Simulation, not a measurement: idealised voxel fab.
process module | voxel quadruple lines
cross-section cut | 165 nm wide | cells 5 nm
A cross-section is a grid of square cells, given in bands from the top down. A band is one or more rows of cells.
Each band's line starts with the height of the band's top and of its bottom, in nm. Then come its materials from left to right, each with its width in nm. One material with "throughout" fills the band from edge to edge. "air" is empty space.
Height 0 is the level under which the wafer as received is all one material. The lowest band goes on downwards, as in "0 down".
A width such as "30 to 40" changes by the same amount from each row of cells to the next, from the band's top row to its bottom row.
"no change" after a step means that no cell of the cross-section changed.
closed voids: empty space of 8 cells or more with no open way to the top, each as width x height at its distance from the left edge, in nm
after a step's settings: what the simulator itself notes on the step
overlay nm, on a step with a mask: how far to the right of its planned place the mask lay; to the left if negative
plan
1 op RECEIVE | material Si
2 op CONFORMAL_DEP | material SiO2 | thk nm 10
3 op DIRECTIONAL_DEP | material Ru | thk nm 10
4 op DIRECTIONAL_DEP | material polySi | thk nm 20
5 op DIRECTIONAL_DEP | material aC | thk nm 25
6 op PATTERN | tone cover | mask id MANDREL | material resist | width nm 25 | thk nm 35 | overlay nm 0
7 op DIRECTIONAL_ETCH | etch materials aC | depth nm 25
8 op STRIP | etch materials resist
9 op CONFORMAL_DEP | material SiO2 | thk nm 15
10 op DIRECTIONAL_ETCH | etch materials SiO2 | depth nm 15
11 op STRIP | etch materials aC
12 op DIRECTIONAL_ETCH | etch materials polySi | depth nm 20
13 op STRIP | etch materials SiO2
14 op CONFORMAL_DEP | material SiN | thk nm 5
15 op DIRECTIONAL_ETCH | etch materials SiN | depth nm 5
16 op STRIP | etch materials polySi
17 op DIRECTIONAL_ETCH | etch materials Ru | depth nm 10
18 op STRIP | etch materials SiN
19 op FILL_DEP | material lowk | thk nm 10
20 op CMP | height nm 20
as received, after step 1
  0 down: Si throughout
  closed voids: none
first wafer at the end, as planned
  20 to 10: lowk 50 | Ru 5 | lowk 15 | Ru 5 | lowk 15 | Ru 5 | lowk 15 | Ru 5 | lowk 50
  10 to 0: SiO2 throughout
  0 down: Si throughout
  closed voids: none
second wafer at the end: like start, like plan, one mistake
  20 to 15: lowk throughout
  15 to 5: lowk 50 | Ru 5 | lowk 15 | Ru 5 | lowk 15 | Ru 5 | lowk 15 | Ru 5 | lowk 50
  5 to 0: SiO2 throughout
  0 down: Si throughout
  closed voids: none
what went wrong: step 2 ran as: op CONFORMAL_DEP | material SiO2 | thk nm 5
at the end the second wafer has, in cells: 33 fewer of SiO2 | 33 more of lowk
